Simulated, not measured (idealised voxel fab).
A process module follows: voxel gate over fins.
Xsec cut, 240 nm wide, square cell size 5 nm.
This document writes a cross-section as a grid whose cells are square, and gives it as bands, listed from the top down; one or more rows of cells form a band.
Band: top height; bottom height; in nm. Then, left to right: material with width in nm, for each material. "edge to edge": a single material spanning edge to edge. "air": empty space.
Heights are reckoned from 0. Under this level, the received wafer is all of one material. The bottommost band is open-ended downward, for example "0 nm and below".
The two numbers in a width such as "30..40" mark its ends across the band: the first belongs to the top row of cells, the second to the bottom row, and from each row to the next the width moves by the same amount.
"remained unchanged" means the step left every cell of the cross-section as it was.
Listed in "Voids, enclosed": every empty space of 8 or more cells without an open way to the top. Form: width x height at distance, the distance being from the left edge, all in nm.
Formally, on a step line, whatever follows the settings is a remark that the simulator itself makes on the step.
"overlay nm" answers the question of how far to the right of plan the mask lay on a step that has a mask, and when it is negative the answer is to the left.
## These are the steps we planned for the process
| 1 | RECEIVE with material Si |
| 2 | CONFORMAL_DEP with material SiN, thk nm 5 |
| 3 | PATTERN with tone cover, mask id FINS, material resist, width nm 15, pitch nm 50, thk nm 15, overlay nm 0 |
| 4 | DIRECTIONAL_ETCH with etch materials SiN, depth nm 5 |
| 5 | DIRECTIONAL_ETCH with etch materials Si, depth nm 30 |
| 6 | STRIP with etch materials resist |
| 7 | OXIDIZE with depth nm 5 |
| 8 | FILL_DEP with material SiO2, thk nm 5 |
| 9 | CMP with height nm 5 |
| 10 | MASKED_ETCH with tone open, mask id RAIL, width nm 15, etch materials SiO2, depth nm 30, overlay nm 0 |
| 11 | CONFORMAL_DEP with material TiN, thk nm 5 |
| 12 | FILL_DEP with material W, thk nm 10 |
| 13 | CMP with height nm 5 |
| 14 | SELECTIVE_ETCH with etch materials W Ru TiN, depth nm 20 |
| 15 | FILL_DEP with material SiO2, thk nm 5 |
| 16 | CMP with height nm 5 |
| 17 | SELECTIVE_ETCH with etch materials SiO2, depth nm 15 |
| 18 | STRIP with etch materials SiN |
| 19 | CONFORMAL_DEP with material HfO2, thk nm 5 |
| 20 | CONFORMAL_DEP with material TiN, thk nm 5 |
| 21 | FILL_DEP with material W, thk nm 15 |
| 22 | CMP with height nm 20 |
| 23 | CONFORMAL_DEP with material SiN, thk nm 5 |
## As received (post step 1): cross-section
* 0 nm and below = Si edge to edge
* Voids, enclosed: none
## Result of the module, cross-sectioned: start per above, plan per above, one error in how it was run
* 25 nm to 20 nm = SiN edge to edge
* 20 nm to 10 nm = W edge to edge
* 10 nm to 5 nm = 80 of W, then 25 of TiN, then 25 of W, then 25 of TiN, then 85 of W
* 5 nm to 0 nm = 80 of W, then 5 of TiN, then 15 of SiN, then 5 of TiN, then 25 of W, then 5 of TiN, then 15 of SiN, then 5 of TiN, then 85 of W
* 0 nm to -5 nm = 85 of TiN, then 5 of SiN, then 5 of Si, then 5 of SiN, then 35 of TiN, then 5 of SiN, then 5 of Si, then 5 of SiN, then 90 of TiN
* -5 nm to -10 nm = 90 of SiN, then 5 of Si, then 45 of SiN, then 5 of Si, then 95 of SiN
* -10 nm to -15 nm = 90 of SiO2, then 5 of Si, then 45 of SiO2, then 5 of Si, then 95 of SiO2
* -15 nm to -20 nm = 90 of SiO2, then 5 of Si, then 15 of SiO2, then 5 of TiN, then 5 of W, then 5 of TiN, then 15 of SiO2, then 5 of Si, then 95 of SiO2
* -20 nm to -25 nm = 90 of SiO2, then 5 of Si, then 15 of SiO2, then 15 of TiN, then 15 of SiO2, then 5 of Si, then 95 of SiO2
* -25 nm to -35 nm = 90 of SiO2, then 5 of Si, then 45 of SiO2, then 5 of Si, then 95 of SiO2
* -35 nm and below = Si edge to edge
* Voids, enclosed: none
Short version of what went wrong: step 19 deviated from plan and actually ran as CONFORMAL_DEP with material SiN, thk nm 5
